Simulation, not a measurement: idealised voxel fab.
process module | voxel self aligned contacts
cross-section cut | 280 nm wide | cells 5 nm
A cross-section is a grid of square cells, given in bands from the top down. A band is one or more rows of cells.
Each band's line starts with the height of the band's top and of its bottom, in nm. Then come its materials from left to right, each with its width in nm. One material with "throughout" fills the band from edge to edge. "air" is empty space.
Height 0 is the level under which the wafer as received is all one material. The lowest band goes on downwards, as in "0 down".
A width such as "30 to 40" changes by the same amount from each row of cells to the next, from the band's top row to its bottom row.
"no change" after a step means that no cell of the cross-section changed.
closed voids: empty space of 8 cells or more with no open way to the top, each as width x height at its distance from the left edge, in nm
after a step's settings: what the simulator itself notes on the step
overlay nm, on a step with a mask: how far to the right of its planned place the mask lay; to the left if negative
plan
1 op RECEIVE | material Si
2 op OXIDIZE | depth nm 5
3 op DIRECTIONAL_DEP | material polySi | thk nm 25
4 op DIRECTIONAL_DEP | material SiN | thk nm 20
5 op MASKED_ETCH | tone cover | mask id GATE | width nm 30 | pitch nm 65 | etch materials SiN | depth nm 20 | overlay nm 0
6 op MASKED_ETCH | tone cover | mask id GATE | width nm 30 | pitch nm 65 | etch materials polySi | depth nm 25 | overlay nm 0
7 op CONFORMAL_DEP | material SiN | thk nm 10
8 op DIRECTIONAL_ETCH | etch materials SiN | depth nm 10
9 op FILL_DEP | material SiO2 | thk nm 10
10 op CMP | height nm 50
11 op PATTERN | tone open | mask id CONTACT | material resist | width nm 45 | pitch nm 65 | thk nm 15 | overlay nm 0
12 op DIRECTIONAL_ETCH | etch materials SiO2 | depth nm 55
13 op STRIP | etch materials resist
14 op CONFORMAL_DEP | material TiN | thk nm 5
15 op FILL_DEP | material W | thk nm 5
16 op CMP | height nm 50
17 op CONFORMAL_DEP | material SiCN | thk nm 5
as received, after step 1
  0 down: Si throughout
  closed voids: none
first wafer at the end, as planned
  55 to 50: SiCN throughout
  50 to 45: SiO2 85 | TiN 20 | W 5 | TiN 20 | SiO2 20 | TiN 20 | W 5 | TiN 20 | SiO2 85
  45 to 25: SiO2 50 | SiN 50 | TiN 5 | W 5 | TiN 5 | SiN 50 | TiN 5 | W 5 | TiN 5 | SiN 50 | SiO2 50
  25 to 0: SiO2 50 | SiN 10 | polySi 30 | SiN 10 | TiN 5 | W 5 | TiN 5 | SiN 10 | polySi 30 | SiN 10 | TiN 5 | W 5 | TiN 5 | SiN 10 | polySi 30 | SiN 10 | SiO2 50
  0 to -5: SiO2 100 | TiN 15 | SiO2 50 | TiN 15 | SiO2 100
  -5 down: Si throughout
  closed voids: none
second wafer at the end: like start, like plan, one mistake
  55 to 50: SiCN throughout
  50 to 45: SiO2 85 | TiN 45 | SiO2 20 | TiN 45 | SiO2 85
  45 to 25: SiO2 50 | SiN 55 | TiN 10 | SiN 55 | TiN 10 | SiN 55 | SiO2 45
  25 to 0: SiO2 50 | SiN 10 | polySi 35 | SiN 10 | TiN 10 | SiN 10 | polySi 35 | SiN 10 | TiN 10 | SiN 10 | polySi 35 | SiN 10 | SiO2 45
  0 to -5: SiO2 105 | TiN 10 | SiO2 55 | TiN 10 | SiO2 100
  -5 down: Si throughout
  closed voids: none
what went wrong: step 5 ran as: op MASKED_ETCH | tone cover | mask id GATE | width nm 35 | pitch nm 65 | etch materials SiN | depth nm 20 | overlay nm 0
at the end the second wafer has, in cells: 12 more of SiN | 7 fewer of SiO2 | 20 fewer of W | 15 more of polySi
